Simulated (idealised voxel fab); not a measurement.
Process module in this document: voxel fin reveal
FYI the section here is cut, 250 nm wide, cells are 5 nm squares.
For the purposes of this document, a cross-section shall be understood as a grid of square cells, specified as bands listed in top-to-bottom order, each band consisting of one or more rows of cells. In this notation a band is specified by the heights of its top and bottom, in that order and in nm, after which its materials appear from left to right, each paired with its width in nm. The word "all across" attached to a single material means that material fills the band from edge to edge; the word "empty" stands for empty space. Height reference: 0 = level under which incoming wafer is all one material. Lowest band: no bottom, runs on downward, e.g. "top 0, no bottom". It should be noted that a width expressed as "30->40" varies in equal increments from row to row of cells within the band, taking the value of the first number at the top row and that of the second number at the bottom row. It should be understood that the words "no alteration", when stated for a given step, signify that the cross-section underwent no change in any of its cells during that step. In "Trapped void list" the enclosed voids are listed, meaning empty spaces of 8 cells or larger without any opening to the top. The form is width x height at distance, distance from the left edge, units nm. The remark found on a step's line after its settings is issued by the simulator itself and pertains to that step. overlay nm: step with mask; distance mask lay right of planned place; negative value = left of planned place.

# These are the steps we planned for the process
1. op RECEIVE | material Si
2. op CONFORMAL_DEP | material SiN | thk nm 10
3. op DIRECTIONAL_DEP | material aC | thk nm 15
4. op PATTERN | tone cover | mask id FINS | material resist | width nm 15 | pitch nm 40 | thk nm 35 | overlay nm 0
5. op DIRECTIONAL_ETCH | etch materials aC | depth nm 15
6. op STRIP | etch materials resist
7. op DIRECTIONAL_ETCH | etch materials SiN | depth nm 10
8. op DIRECTIONAL_ETCH | etch materials Si | depth nm 30
9. op STRIP | etch materials aC
10. op OXIDIZE | depth nm 5
11. op FILL_DEP | material SiO2 | thk nm 5
12. op CMP | height nm 10
13. op SELECTIVE_ETCH | etch materials SiO2 | depth nm 30
14. op STRIP | etch materials SiN
15. op CONFORMAL_DEP | material SiO2 | thk nm 5

# What follows covers the first of two wafers; it ran as planned

# Shown in cross-section is the wafer as received, that is, as it stands after step 1
  top 0, no bottom = Si all across
  Trapped void list: none

# Once step 2 is through, the wafer looks like this in cross-section
  top 10, bottom 0 = SiN all across
  Under 0: no change, same as before.

# Once step 3 is through, the wafer looks like this in cross-section
  top 25, bottom 10 = aC all across
  Under 10: no change, same as before.

# Once step 4 is through, the wafer looks like this in cross-section
  top 60, bottom 25 = 75 empty | 15 resist | 25 empty | 15 resist | 25 empty | 15 resist | 80 empty
  Under 25: no change, same as before.

# Once step 5 is through, the wafer looks like this in cross-section
  top 45, bottom 25 = 75 empty | 15 resist | 25 empty | 15 resist | 25 empty | 15 resist | 80 empty
  top 25, bottom 10 = 75 empty | 15 aC | 25 empty | 15 aC | 25 empty | 15 aC | 80 empty
  Under 10: no change, same as before.

# Once step 6 is through, the wafer looks like this in cross-section
  top 25, bottom 10 = 75 empty | 15 aC | 25 empty | 15 aC | 25 empty | 15 aC | 80 empty
  Under 10: no change, same as before.

# Once step 7 is through, the wafer looks like this in cross-section
  top 25, bottom 10 = 75 empty | 15 aC | 25 empty | 15 aC | 25 empty | 15 aC | 80 empty
  top 10, bottom 0 = 75 empty | 15 SiN | 25 empty | 15 SiN | 25 empty | 15 SiN | 80 empty
  Under 0: no change, same as before.

# Once step 8 is through, the wafer looks like this in cross-section
  top 25, bottom 10 = 75 empty | 15 aC | 25 empty | 15 aC | 25 empty | 15 aC | 80 empty
  top 10, bottom 0 = 75 empty | 15 SiN | 25 empty | 15 SiN | 25 empty | 15 SiN | 80 empty
  top 0, bottom -30 = 75 empty | 15 Si | 25 empty | 15 Si | 25 empty | 15 Si | 80 empty
  Under -30: no change, same as before.

# Once step 9 is through, the wafer looks like this in cross-section
  top 10, bottom 0 = 75 empty | 15 SiN | 25 empty | 15 SiN | 25 empty | 15 SiN | 80 empty
  Under 0: no change, same as before.

# Once step 10 is through, the wafer looks like this in cross-section
  top 10, bottom 0 = 75 empty | 15 SiN | 25 empty | 15 SiN | 25 empty | 15 SiN | 80 empty
  top 0, bottom -30 = 75 empty | 5 SiO2 | 5 Si | 5 SiO2 | 25 empty | 5 SiO2 | 5 Si | 5 SiO2 | 25 empty | 5 SiO2 | 5 Si | 5 SiO2 | 80 empty
  top -30, bottom -35 = 80 SiO2 | 5 Si | 35 SiO2 | 5 Si | 35 SiO2 | 5 Si | 85 SiO2
  Under -35: no change, same as before.

# Once step 11 is through, the wafer looks like this in cross-section
  top 15, bottom 10 = SiO2 all across
  top 10, bottom 0 = 75 SiO2 | 15 SiN | 25 SiO2 | 15 SiN | 25 SiO2 | 15 SiN | 80 SiO2
  top 0, bottom -35 = 80 SiO2 | 5 Si | 35 SiO2 | 5 Si | 35 SiO2 | 5 Si | 85 SiO2
  Under -35: no change, same as before.

# Once step 12 is through, the wafer looks like this in cross-section
  top 10, bottom 0 = 75 SiO2 | 15 SiN | 25 SiO2 | 15 SiN | 25 SiO2 | 15 SiN | 80 SiO2
  Under 0: no change, same as before.

# Once step 13 is through, the wafer looks like this in cross-section
  top 10, bottom 0 = 75 empty | 15 SiN | 25 empty | 15 SiN | 25 empty | 15 SiN | 80 empty
  top 0, bottom -20 = 80 empty | 5 Si | 35 empty | 5 Si | 35 empty | 5 Si | 85 empty
  Under -20: no change, same as before.

# Once step 14 is through, the wafer looks like this in cross-section
  top 0, bottom -20 = 80 empty | 5 Si | 35 empty | 5 Si | 35 empty | 5 Si | 85 empty
  Under -20: no change, same as before.

# Once step 15 is through, the wafer looks like this in cross-section
  top 5, bottom 0 = 75 empty | 15 SiO2 | 25 empty | 15 SiO2 | 25 empty | 15 SiO2 | 80 empty
  top 0, bottom -15 = 75 empty | 5 SiO2 | 5 Si | 5 SiO2 | 25 empty | 5 SiO2 | 5 Si | 5 SiO2 | 25 empty | 5 SiO2 | 5 Si | 5 SiO2 | 80 empty
  top -15, bottom -35 = 80 SiO2 | 5 Si | 35 SiO2 | 5 Si | 35 SiO2 | 5 Si | 85 SiO2
  Under -35: no change, same as before.

# Wafer two of the pair: same origin, same plan, one error during the run; identical to wafer one up to and including step 12

# Cross-section, second wafer, at the end time the plan gives for step 13
  top 10, bottom 0 = 75 empty | 15 SiN | 25 empty | 15 SiN | 25 empty | 15 SiN | 80 empty
  top 0, bottom -35 = 80 empty | 5 Si | 35 empty | 5 Si | 35 empty | 5 Si | 85 empty
  Under -35: no change, same as before.

# Cross-section, second wafer, at the end time the plan gives for step 14
  top 0, bottom -35 = 80 empty | 5 Si | 35 empty | 5 Si | 35 empty | 5 Si | 85 empty
  Under -35: no change, same as before.

# Cross-section, second wafer, at the end time the plan gives for step 15
  top 5, bottom 0 = 75 empty | 15 SiO2 | 25 empty | 15 SiO2 | 25 empty | 15 SiO2 | 80 empty
  top 0, bottom -30 = 75 empty | 5 SiO2 | 5 Si | 5 SiO2 | 25 empty | 5 SiO2 | 5 Si | 5 SiO2 | 25 empty | 5 SiO2 | 5 Si | 5 SiO2 | 80 empty
  top -30, bottom -35 = 80 SiO2 | 5 Si | 35 SiO2 | 5 Si | 35 SiO2 | 5 Si | 85 SiO2
  Under -35: no change, same as before.
Deviation from plan: plan step 13 ran twice
In the final state, the cell counts of the second wafer exceed or fall short of those of the first for the following materials: SiO2 -123
